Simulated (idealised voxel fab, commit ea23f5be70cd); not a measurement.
Process module heading - voxel transistor to metal
For reference, the cross-section in this document is cut, with width 295 nm and square cells of 5 nm.
Cross-section spec: square-cell grid; bands listed top down; each band is one or more rows. What a band's entry tells you: where the top is and where the bottom is, as heights in nm, and after that what lies inside, material by material from left to right, each with its width in nm. Empty space is written as the word "air", and a single material marked with the word "throughout" occupies the band from edge to edge. Heights are expressed relative to 0, this being the level below which the as-received wafer comprises one material exclusively. The lowest band is unbounded in the downward direction and is denoted as in "z 0 and below". Quick explanation for "30..40": the width changes in equal steps down the rows of cells, from the first number in the band's top row to the second number in its bottom row. What does "nothing altered" mean for a step? It means no cell of the cross-section changed in that step. "Sealed voids": empty spaces of 8 cells or more with no open way to the top, each given as width x height at distance, distance from the left edge, all in nm. Note: text after step settings on the step line = simulator remark on that step. A step's line can hold "overlay nm"; with a mask on that step, the setting says how far right of the planned place the mask lay, while a negative setting says it lay to the left.

[These are the steps we planned for the process]
| 1 | RECEIVE: material Si |
| 2 | CONFORMAL_DEP: material SiO2, thk nm 5 |
| 3 | CONFORMAL_DEP: material SiN, thk nm 10 |
| 4 | PATTERN: tone cover, mask id ACTIVE, material resist, width nm 110, pitch nm 140, thk nm 20, overlay nm 0 |
| 5 | DIRECTIONAL_ETCH: etch materials SiN, depth nm 10 |
| 6 | DIRECTIONAL_ETCH: etch materials SiO2, depth nm 5 |
| 7 | DIRECTIONAL_ETCH: etch materials Si, depth nm 35 |
| 8 | STRIP: etch materials resist |
| 9 | FILL_DEP: material SiO2, thk nm 10 |
| 10 | CMP: height nm 15 |
| 11 | SELECTIVE_ETCH: etch materials SiO2, depth nm 5 |
| 12 | STRIP: etch materials SiN |
| 13 | SELECTIVE_ETCH: etch materials SiO2, depth nm 5 |
| 14 | OXIDIZE: depth nm 5 |
| 15 | DIRECTIONAL_DEP: material polySi, thk nm 25 |
| 16 | DIRECTIONAL_DEP: material SiCN, thk nm 15 |
| 17 | PATTERN: tone cover, mask id GATE, material resist, width nm 30, pitch nm 140, thk nm 20, overlay nm 0 |
| 18 | DIRECTIONAL_ETCH: etch materials SiCN, depth nm 25 |
| 19 | DIRECTIONAL_ETCH: etch materials polySi, depth nm 35 |
| 20 | STRIP: etch materials resist |
| 21 | CONFORMAL_DEP: material SiO2, thk nm 5 |
| 22 | DIRECTIONAL_ETCH: etch materials SiO2, depth nm 5 |
| 23 | CONFORMAL_DEP: material SiN, thk nm 10 |
| 24 | DIRECTIONAL_ETCH: etch materials SiN, depth nm 10 |
| 25 | DIRECTIONAL_ETCH: etch materials SiO2, depth nm 5 |
| 26 | DIRECTIONAL_ETCH: etch materials Si, depth nm 10 |
| 27 | EPI: material nSi, thk nm 10 |
| 28 | FILL_DEP: material SiO2, thk nm 10 |
| 29 | CMP: height nm 25 |
| 30 | STRIP: etch materials polySi |
| 31 | SELECTIVE_ETCH: etch materials SiO2, depth nm 5 |
| 32 | CONFORMAL_DEP: material HfO2, thk nm 5 |
| 33 | CONFORMAL_DEP: material TiN, thk nm 5 |
| 34 | FILL_DEP: material W, thk nm 10 |
| 35 | CMP: height nm 20 |
| 36 | DIRECTIONAL_DEP: material SiO2, thk nm 15 |
| 37 | PATTERN: tone open, mask id CONTACT, material resist, width nm 15, thk nm 15, overlay nm 0 |
| 38 | DIRECTIONAL_ETCH: etch materials SiO2, depth nm 30 |
| 39 | STRIP: etch materials resist |
| 40 | CONFORMAL_DEP: material TiN, thk nm 5 |
| 41 | FILL_DEP: material W, thk nm 5 |
| 42 | CMP: height nm 35 |
| 43 | DIRECTIONAL_DEP: material TiN, thk nm 5 |
| 44 | DIRECTIONAL_DEP: material W, thk nm 20 |
| 45 | DIRECTIONAL_DEP: material aC, thk nm 10 |
| 46 | PATTERN: tone cover, mask id METAL_1, material resist, width nm 15, thk nm 25, overlay nm 0 |
| 47 | DIRECTIONAL_ETCH: etch materials aC, depth nm 10 |
| 48 | STRIP: etch materials resist |
| 49 | DIRECTIONAL_ETCH: etch materials W, depth nm 20 |
| 50 | DIRECTIONAL_ETCH: etch materials TiN, depth nm 5 |
| 51 | STRIP: etch materials aC |
| 52 | FILL_DEP: material lowk, thk nm 10 |
| 53 | CMP: height nm 60 |
| 54 | CONFORMAL_DEP: material SiCN, thk nm 5 |
| 55 | DIRECTIONAL_DEP: material lowk, thk nm 35 |
| 56 | MASKED_ETCH: tone open, mask id METAL_2, width nm 15, pitch nm 140, etch materials lowk, depth nm 20, overlay nm 0 |
| 57 | PATTERN: tone open, mask id METAL_2_HOLES, material resist, width nm 15, pitch nm 140, thk nm 20, overlay nm 0 |
| 58 | DIRECTIONAL_ETCH: etch materials lowk, depth nm 15 |
| 59 | DIRECTIONAL_ETCH: etch materials SiCN, depth nm 5 |
| 60 | STRIP: etch materials resist |
| 61 | CONFORMAL_DEP: material TiN, thk nm 5 |
| 62 | FILL_DEP: material Ru, thk nm 5 |
| 63 | CMP: height nm 100 |
| 64 | CONFORMAL_DEP: material SiCN, thk nm 5 |

[Cross-section of the wafer as it came to us, i.e., already through step 1]
- z 0 and below | Si throughout
- Sealed voids: none

[Below is the wafer in cross-section after the module was completed. It began from the starting point shown above and followed the plan shown above, except that one mistake was made while running it]
- z 105 to 100 | SiCN throughout
- z 100 to 65 | lowk 25, then TiN 5, then Ru 5, then TiN 5, then lowk 125, then TiN 5, then Ru 5, then TiN 5, then lowk 115
- z 65 to 60 | SiCN 25, then TiN 15, then SiCN 125, then TiN 15, then SiCN 115
- z 60 to 40 | lowk 25, then W 15, then lowk 70, then W 15, then lowk 40, then W 15, then lowk 70, then W 15, then lowk 30
- z 40 to 35 | lowk 25, then TiN 15, then lowk 70, then TiN 15, then lowk 40, then TiN 15, then lowk 70, then TiN 15, then lowk 30
- z 35 to 25 | SiO2 25, then TiN 5, then W 5, then TiN 5, then SiO2 70, then TiN 5, then W 5, then TiN 5, then SiO2 40, then TiN 5, then W 5, then TiN 5, then SiO2 70, then TiN 5, then W 5, then TiN 5, then SiO2 30
- z 25 to 20 | SiO2 25, then TiN 15, then SiO2 70, then TiN 15, then SiO2 40, then TiN 15, then SiO2 70, then TiN 15, then SiO2 30
- z 20 to 5 | lowk 45, then SiN 10, then HfO2 5, then TiN 5, then W 20, then TiN 5, then HfO2 5, then SiN 10, then lowk 80, then SiN 10, then HfO2 5, then TiN 5, then W 20, then TiN 5, then HfO2 5, then SiN 10, then lowk 50
- z 5 to 0 | lowk 20, then SiN 10, then nSi 15, then SiN 10, then HfO2 5, then TiN 30, then HfO2 5, then SiN 10, then nSi 15, then SiN 10, then lowk 30, then SiN 10, then nSi 15, then SiN 10, then HfO2 5, then TiN 30, then HfO2 5, then SiN 10, then nSi 15, then SiN 10, then lowk 25
- z 0 to -5 | SiO2 30, then nSi 15, then SiO2 10, then HfO2 40, then SiO2 10, then nSi 15, then SiO2 50, then nSi 15, then SiO2 10, then HfO2 40, then SiO2 10, then nSi 15, then SiO2 35
- z -5 to -15 | SiO2 20, then Si 10, then nSi 15, then Si 60, then nSi 15, then Si 10, then SiO2 30, then Si 10, then nSi 15, then Si 60, then nSi 15, then Si 10, then SiO2 25
- z -15 to -35 | SiO2 20, then Si 110, then SiO2 30, then Si 110, then SiO2 25
- z -35 and below | Si throughout
- Sealed voids: none
what went wrong: in deviation from the planned setting, step 28 was conducted as FILL_DEP: material lowk, thk nm 10
